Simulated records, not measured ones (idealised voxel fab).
Process module name: voxel trench capacitor
Section cut is 300 nm wide and gridded with 5 nm square cells.
Heads up, the way a cross-section reads in here is a grid of square cells, handed over as bands from the top down, with every band being one or more rows of cells.
The band entry comprises the height of the band's top followed by the height of its bottom, expressed in nm, and subsequently the band's materials from left to right, each stated together with its width in nm. Where a single material is marked with the word "all across", that material fills the band from edge to edge. The word "empty" represents empty space.
For the purposes of this specification, 0 denotes the height below which the wafer in its as-received condition is composed wholly of one material, and the lowermost band, lacking a lower limit, extends downward without end, as expressed in "0..down".
Graded width ("30->40"): value in top row of band = first number; value in bottom row = second number; row-to-row change constant.
Step note "no change occurred" = no cross-section cell changed.
You'll see "Encapsulated voids" listing empty spaces that have no way open to the top, as long as they're 8 cells or more; the notation is width x height at distance, where the distance is from the left edge, and all of it is in nm.
Read whatever lies past the settings on a step's line as the simulator's own remark about the step.
Steps that use a mask can have "overlay nm" on their line. It says how far the mask sat to the right of where it was meant to be. Negative means to the left.
## List of planned process steps
1,op RECEIVE | material Si
2,op CONFORMAL_DEP | material SiN | thk nm 10
3,op PATTERN | tone open | mask id TRENCH | material resist | width nm 15 | pitch nm 40 | thk nm 20 | overlay nm 0
4,op DIRECTIONAL_ETCH | etch materials SiN | depth nm 10
5,op DIRECTIONAL_ETCH | etch materials Si | depth nm 25
6,op STRIP | etch materials resist
7,op CONFORMAL_DEP | material Al2O3 | thk nm 5
8,op FILL_DEP | material polySi | thk nm 5
9,op CMP | height nm 10
It is noted that the wafers described herein are identical at the outset and are distinguished by the width nm of step 3; the value stated in the plan corresponds to the first wafer.
## First of several wafers, received after step 1, in cross-section
0..down = Si all across
Encapsulated voids: none
## Every row in this table is a wafer at the end of the module, and it gives, for each of the materials, the cells that wafer has gained (+) or lost (-) since it was received, then its closed voids
width nm 15, +60 Al2O3, -60 Si, +96 SiN, +24 polySi, Encapsulated voids: none
width nm 20, +64 Al2O3, -80 Si, +88 SiN, +48 polySi, Encapsulated voids: none
width nm 25, +68 Al2O3, -100 Si, +80 SiN, +72 polySi, Encapsulated voids: none
